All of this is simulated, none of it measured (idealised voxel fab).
process module | voxel fin reveal
cross-section cut | 185 nm wide | cells 5 nm
A cross-section is a grid of square cells, given in bands from the top down. A band is one or more rows of cells.
Each band's line starts with the height of the band's top and of its bottom, in nm. Then come its materials from left to right, each with its width in nm. One material with "throughout" fills the band from edge to edge. "air" is empty space.
Height 0 is the level under which the wafer as received is all one material. The lowest band goes on downwards, as in "0 down".
A width such as "30 to 40" changes by the same amount from each row of cells to the next, from the band's top row to its bottom row.
"no change" after a step means that no cell of the cross-section changed.
closed voids: empty space of 8 cells or more with no open way to the top, each as width x height at its distance from the left edge, in nm
after a step's settings: what the simulator itself notes on the step
overlay nm, on a step with a mask: how far to the right of its planned place the mask lay; to the left if negative
plan
1 op RECEIVE | material Si
2 op CONFORMAL_DEP | material SiN | thk nm 10
3 op PATTERN | tone cover | mask id FINS | material resist | width nm 15 | pitch nm 40 | thk nm 20 | overlay nm 0
4 op DIRECTIONAL_ETCH | etch materials SiN | depth nm 10
5 op DIRECTIONAL_ETCH | etch materials Si | depth nm 35
6 op STRIP | etch materials resist
7 op OXIDIZE | depth nm 5
8 op FILL_DEP | material SiO2 | thk nm 10
9 op CMP | height nm 10
10 op SELECTIVE_ETCH | etch materials SiO2 | depth nm 30
11 op STRIP | etch materials SiN
12 op CONFORMAL_DEP | material HfO2 | thk nm 5
as received, after step 1
  0 down: Si throughout
  closed voids: none
first wafer at the end, as planned
  5 to 0: air 65 | HfO2 15 | air 25 | HfO2 15 | air 65
  0 to -15: air 65 | HfO2 5 | Si 5 | HfO2 5 | air 25 | HfO2 5 | Si 5 | HfO2 5 | air 65
  -15 to -20: HfO2 70 | Si 5 | HfO2 35 | Si 5 | HfO2 70
  -20 to -40: SiO2 70 | Si 5 | SiO2 35 | Si 5 | SiO2 70
  -40 down: Si throughout
  closed voids: none
second wafer at the end: like start, like plan, one mistake
  5 to 0: air 65 | SiO2 15 | air 25 | SiO2 15 | air 65
  0 to -15: air 65 | SiO2 5 | Si 5 | SiO2 5 | air 25 | SiO2 5 | Si 5 | SiO2 5 | air 65
  -15 to -40: SiO2 70 | Si 5 | SiO2 35 | Si 5 | SiO2 70
  -40 down: Si throughout
  closed voids: none
what went wrong: step 12 ran as: op CONFORMAL_DEP | material SiO2 | thk nm 5
at the end the second wafer has, in cells: 53 fewer of HfO2 | 53 more of SiO2
